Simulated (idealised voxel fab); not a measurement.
Module name: voxel self aligned contacts (process module)
Displayed cross-section: cut, width of 240 nm, square cells sized 5 nm.
When this document writes out a cross-section, it uses a grid of square cells and lists it as bands, beginning at the top and moving down, with a band standing for one or more rows of cells.
Heads up on the band format: heights come first, top then bottom, in nm. After that it's the materials left to right, each with its width in nm. A single material flagged "everywhere" fills the whole band edge to edge, and "air" means there's empty space there.
For the purposes of this specification, 0 denotes the height below which the wafer in its as-received condition is composed wholly of one material, and the lowermost band, lacking a lower limit, extends downward without end, as expressed in "top 0, no bottom".
Per-row width for "30..40": begins at first number (top row of band), ends at second number (bottom row), increment between rows held constant.
Take "no modifications" at face value: in the step it is given for, the cross-section changed in none of its cells.
Heads up: "Closed void listing" only lists the empty pockets with no open path to the top that are 8 cells or more, and it writes them as width x height at distance, distance from the left edge, in nm.
Where a step's line continues beyond its settings, the continuation is a remark by the simulator itself on that step.
overlay nm: mask offset rightward from planned place, masked step; negative means leftward offset.
[Process steps (planned)]
1 op RECEIVE | material Si
2 op OXIDIZE | depth nm 5
3 op DIRECTIONAL_DEP | material polySi | thk nm 20
4 op DIRECTIONAL_DEP | material SiN | thk nm 20
5 op PATTERN | tone cover | mask id GATE | material resist | width nm 25 | pitch nm 75 | thk nm 20 | overlay nm 0
6 op DIRECTIONAL_ETCH | etch materials SiN | depth nm 20
7 op DIRECTIONAL_ETCH | etch materials polySi | depth nm 20
8 op STRIP | etch materials resist
9 op CONFORMAL_DEP | material SiN | thk nm 10
10 op DIRECTIONAL_ETCH | etch materials SiN | depth nm 10
11 op FILL_DEP | material SiO2 | thk nm 15
12 op CMP | height nm 45
13 op MASKED_ETCH | tone open | mask id CONTACT | width nm 50 | pitch nm 75 | etch materials SiO2 | depth nm 50 | overlay nm 0
14 op CONFORMAL_DEP | material TiN | thk nm 5
15 op FILL_DEP | material W | thk nm 5
16 op CMP | height nm 45
17 op CONFORMAL_DEP | material SiN | thk nm 5
What sets these wafers apart? The width nm at step 5. They all start alike, and the plan carries the first wafer's value.
[Here's the first of the wafers in cross-section, just as we got it, i.e. after step 1]
    top 0, no bottom: Si everywhere
    Closed void listing: none
[Tabulated below, wafer by wafer, are the end-of-module results: for each material, the number of cells gained (+) or lost (-) relative to the as-received state, followed by the closed voids]
width nm 25, -48 Si, +204 SiN, +136 SiO2, +56 TiN, +72 W, +60 polySi, Closed void listing: none
width nm 30, -48 Si, +216 SiN, +130 SiO2, +56 TiN, +54 W, +72 polySi, Closed void listing: none
width nm 35, -48 Si, +228 SiN, +124 SiO2, +56 TiN, +36 W, +84 polySi, Closed void listing: none
width nm 40, -48 Si, +240 SiN, +118 SiO2, +56 TiN, +18 W, +96 polySi, Closed void listing: none
width nm 45, -48 Si, +252 SiN, +112 SiO2, +56 TiN, +108 polySi, Closed void listing: none
width nm 50, -48 Si, +264 SiN, +106 SiO2, +38 TiN, +120 polySi, Closed void listing: none
